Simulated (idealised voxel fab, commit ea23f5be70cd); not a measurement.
This section sets out a process module, namely voxel capacitor over wiring.
It is cross-section cut that appears here, measuring 140 nm in width, its square cells being 5 nm in size.
Throughout this document, each cross-section is represented as a grid of square cells and is presented as a sequence of bands enumerated from the top downward, where a band comprises one or more rows of cells.
Quick guide to a band line: top height, bottom height (nm) up front; then every material left to right with its width in nm. Only one material and it's marked "edge to edge"? Then it fills the band edge to edge. And "empty" just means empty space.
Height datum 0, below which the as-received substrate wafer is one material. Lowest band open at the bottom, running downward: "0..down".
Quick explanation for "30..40": the width changes in equal steps down the rows of cells, from the first number in the band's top row to the second number in its bottom row.
No cell of the cross-section changed in a step that is given as "left unchanged".
The list in "Fully sealed cavities" covers empty spaces of 8 cells or more that cannot reach the top through any open way, and it gives each as width x height at distance; the distance is from the left edge, and width, height and distance are in nm.
Heads up: the bit after the settings on a step's line is the simulator's remark on that step.
overlay nm: mask right of planned place by this much (step with mask). Neg. = left.

Planned process steps:
1. RECEIVE,material Si
2. CONFORMAL_DEP,material SiO2,thk nm 15
3. DIRECTIONAL_DEP,material TiN,thk nm 5
4. DIRECTIONAL_DEP,material Ru,thk nm 15
5. PATTERN,tone cover,mask id METAL_1,material resist,width nm 25,pitch nm 85,thk nm 15,overlay nm 0
6. DIRECTIONAL_ETCH,etch materials Ru,depth nm 15
7. DIRECTIONAL_ETCH,etch materials TiN,depth nm 5
8. STRIP,etch materials resist
9. FILL_DEP,material lowk,thk nm 10
10. CMP,height nm 35
11. CONFORMAL_DEP,material SiCN,thk nm 5
12. DIRECTIONAL_DEP,material lowk,thk nm 20
13. PATTERN,tone open,mask id PLUG_1,material resist,width nm 15,thk nm 15,overlay nm 0
14. DIRECTIONAL_ETCH,etch materials lowk,depth nm 20
15. DIRECTIONAL_ETCH,etch materials SiCN,depth nm 5
16. STRIP,etch materials resist
17. EPI,material Ru,thk nm 10
18. EPI,material Ru,thk nm 10
19. EPI,material Ru,thk nm 5
20. DIRECTIONAL_DEP,material TiN,thk nm 10
21. DIRECTIONAL_DEP,material SiN,thk nm 5
22. DIRECTIONAL_DEP,material TiN,thk nm 5
23. MASKED_ETCH,tone cover,mask id UPPER_PLATE,width nm 65,etch materials TiN,depth nm 5,overlay nm 0
24. MASKED_ETCH,tone cover,mask id UPPER_PLATE,width nm 65,etch materials SiN,depth nm 5,overlay nm 0
25. MASKED_ETCH,tone cover,mask id LOWER_PLATE,width nm 75,etch materials TiN,depth nm 10,overlay nm 0
26. FILL_DEP,material SiO2,thk nm 15
27. CMP,height nm 90
28. MASKED_ETCH,tone open,mask id PLUG_2,width nm 15,etch materials SiO2,depth nm 10,overlay nm 0
29. CONFORMAL_DEP,material TiN,thk nm 5
30. FILL_DEP,material Ru,thk nm 10
31. CMP,height nm 90
32. CONFORMAL_DEP,material SiCN,thk nm 5

Shown in cross-section is the wafer as received, that is, as it stands after step 1:
    0..down: Si edge to edge
    Fully sealed cavities: none

Wafer cross-section at end of module: start and plan as shown above, one execution error:
    95..90: SiCN edge to edge
    90..80: 20 of SiO2  5 of TiN  10 of SiO2  60 of TiN  45 of SiO2
    80..75: 25 of lowk  15 of TiN  100 of lowk
    75..70: 25 of lowk  15 of SiN  100 of lowk
    70..60: 25 of lowk  15 of TiN  100 of lowk
    60..40: lowk edge to edge
    40..35: SiCN edge to edge
    35..20: 15 of lowk  25 of Ru  60 of lowk  25 of Ru  15 of lowk
    20..15: 15 of lowk  25 of TiN  60 of lowk  25 of TiN  15 of lowk
    15..0: SiO2 edge to edge
    0..down: Si edge to edge
    Fully sealed cavities: none
Deviation noted in wafer processing: twice, step 12 of the plan was run
